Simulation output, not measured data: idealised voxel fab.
This section sets out a process module, namely voxel fin reveal.
Cross-sectional view cut (width: 285 nm; square cell size: 5 nm).
The cross-sections in this document take the form of a grid made of square cells. They are written out as bands, in order from top to bottom. Each band consists of one or more rows of cells. This entry defines a band. It first specifies the height of the band's top and the height of its bottom in nm, and then specifies the band's materials from left to right, stating each material with its width in nm. The word "full width" identifies a single material that fills the band from edge to edge, while the word "empty" identifies empty space. It should be noted that heights are counted from 0, beneath which the wafer as supplied is of one material throughout, and that the lowest band possesses no lower boundary but continues downward, as written in "0 -> down". The expression "30 to 40" gives the width at the extremes of the band, the first number at its top row of cells and the second at its bottom row, with the width changing by equal amounts from each row to the next in between. Any step labelled "all unchanged" changed none of the cells in the cross-section. For the entry "Closed internal cavities", the listed items are empty spaces with no open way to the top whose size is 8 cells or more; each item follows the pattern width x height at distance, where distance is from the left edge and all three are in nm. Note: text after step settings on the step line = simulator remark on that step. The optional step-line setting "overlay nm" applies to steps with a mask and quantifies how far to the right of its planned location the mask lay, a negative value indicating leftward placement.

**Process steps foreseen in the plan**
1 RECEIVE | material Si
2 CONFORMAL_DEP | material SiN | thk nm 5
3 MASKED_ETCH | tone cover | mask id FINS | width nm 15 | pitch nm 45 | etch materials SiN | depth nm 5 | overlay nm 0
4 MASKED_ETCH | tone cover | mask id FINS | width nm 15 | pitch nm 45 | etch materials Si | depth nm 40 | overlay nm 0
5 FILL_DEP | material SiO2 | thk nm 5
6 CMP | height nm 5
7 SELECTIVE_ETCH | etch materials SiO2 | depth nm 30
8 STRIP | etch materials SiN

**The cross-section here shows the wafer as received, i.e. in its state after step 1**
0 -> down | Si full width
Closed internal cavities: none

**End-of-module XS, first of two wafers, run as planned**
0 -> -25 | empty 110 nm | Si 15 nm | empty 30 nm | Si 15 nm | empty 115 nm
-25 -> -40 | SiO2 110 nm | Si 15 nm | SiO2 30 nm | Si 15 nm | SiO2 115 nm
-40 -> down | Si full width
Closed internal cavities: none

**Wafer two, end of module, cross-section. Same start, same plan as wafer one. One mistake in the run**
5 -> 0 | empty 110 nm | SiN 15 nm | empty 30 nm | SiN 15 nm | empty 115 nm
0 -> -25 | empty 110 nm | Si 15 nm | empty 30 nm | Si 15 nm | empty 115 nm
-25 -> -40 | SiO2 110 nm | Si 15 nm | SiO2 30 nm | Si 15 nm | SiO2 115 nm
-40 -> down | Si full width
Closed internal cavities: none
The mistake made against the process plan was this: not run: step 8 of the plan (skipped)
Once processing is complete, comparing cell counts shows that the second wafer has more or fewer of certain materials than the first: +6 SiN
